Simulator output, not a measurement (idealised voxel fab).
Process module name: voxel trench capacitor
Square cell edge 5 nm, section width 140 nm, ID cut.
Each cross-section below is a grid of square cells, stated as bands in top-down order, with one or more rows of cells making up each band. Band: top and bottom heights (nm) first, top before bottom; then materials from left to right, widths in nm. "edge to edge" marks a sole material filling the band edge to edge. "air" denotes empty space. Beneath 0, the wafer as received is one material, and that level is where height counting begins. The lowest band goes on downward without a bottom; it is written like "z 0 and below". The two numbers in a width such as "30 to 40" mark its ends across the band: the first belongs to the top row of cells, the second to the bottom row, and from each row to the next the width moves by the same amount. What does "left unchanged" mean for a step? It means no cell of the cross-section changed in that step. Empty spaces counting at least 8 cells and having no open way to the top are listed in "Sealed void listing". The notation width x height at distance is used for each, the distance being from the left edge and all three values in nm. On a step's line, text after the settings is the simulator commenting on that step. Each step line may optionally specify "overlay nm", which for a step with a mask gives the rightward distance between the mask's planned place and where it lay, a negative value indicating the leftward direction.
This section lists the process steps that were planned:
1,RECEIVE: material Si
2,CONFORMAL_DEP: material SiN, thk nm 10
3,PATTERN: tone open, mask id TRENCH, material resist, width nm 30, pitch nm 55, thk nm 20, overlay nm 0
4,DIRECTIONAL_ETCH: etch materials SiN, depth nm 10
5,DIRECTIONAL_ETCH: etch materials Si, depth nm 35
6,STRIP: etch materials resist
7,CONFORMAL_DEP: material HfO2, thk nm 5
8,CONFORMAL_DEP: material TiN, thk nm 5
9,FILL_DEP: material W, thk nm 10
10,CMP: height nm 10
Step 1 complete: cross-section of the wafer as received:
z 0 and below | Si edge to edge
Sealed void listing: none
Cross-section at module end, one run error; start and plan unchanged from above:
z 10 to 0 | SiN=25  HfO2=5  TiN=5  W=10  TiN=5  HfO2=5  SiN=25  HfO2=5  TiN=5  W=10  TiN=5  HfO2=5  SiN=30
z 0 to -60 | Si=25  HfO2=5  TiN=5  W=10  TiN=5  HfO2=5  Si=25  HfO2=5  TiN=5  W=10  TiN=5  HfO2=5  Si=30
z -60 to -65 | Si=25  HfO2=5  TiN=20  HfO2=5  Si=25  HfO2=5  TiN=20  HfO2=5  Si=30
z -65 to -70 | Si=25  HfO2=30  Si=25  HfO2=30  Si=30
z -70 and below | Si edge to edge
Sealed void listing: none
Nonconformance to the process plan: the plan's step 5 ran twice
